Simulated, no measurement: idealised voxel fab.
Process module name: voxel tone inversion
Shown is cross-section cut, with a width of 285 nm and square cells of size 5 nm.
Square cells in a grid make up a cross-section in this document, and the grid is given as bands, listed from the top down, each one or more rows of cells. Read a band's entry like this: the first values are the height of its top and the height of its bottom in nm, and what follows is the sequence of materials from left to right, each with its width in nm. Note that "empty" is empty space, and that a single material marked "everywhere" reaches across the band from edge to edge. All heights in this document are referenced to 0, defined as the level beneath which the wafer, as received, consists entirely of one material. The lowest band is not bounded below; it extends indefinitely downward and is written in the form "0 down". Width: "30..40" (first number = top row, second number = bottom row, same change from row to row of cells). The cross-section has no changed cell in any step marked "left unchanged". "Closed void roster": empty spaces of 8 cells or more with no open way to the top, each given as width x height at distance, distance from the left edge, all in nm. Post-settings text on a step line: simulator's own remark regarding the step. If you see "overlay nm" on a step's line and that step has a mask, it's telling you how far right of where it was planned the mask ended up; a negative number means it went left instead.

-- The steps planned for the process are as follows
1 RECEIVE: material Si
2 CONFORMAL_DEP: material SiN, thk nm 10
3 DIRECTIONAL_DEP: material aC, thk nm 15
4 PATTERN: tone cover, mask id POSTS, material resist, width nm 20, pitch nm 45, thk nm 20, overlay nm 0
5 DIRECTIONAL_ETCH: etch materials aC, depth nm 15
6 STRIP: etch materials resist
7 FILL_DEP: material SiO2, thk nm 10
8 CMP: height nm 25
9 STRIP: etch materials aC

-- Incoming wafer in cross-section (state: after step 1)
	0 down | Si everywhere
	Closed void roster: none

-- End-of-module cross-section. Starting structure and process plan as above; one mistake made in running it
	25 to 0 | SiN everywhere
	0 down | Si everywhere
	Closed void roster: none
Against the plan, the run slipped here: step 3 deviated from plan and actually ran as DIRECTIONAL_DEP: material SiN, thk nm 15
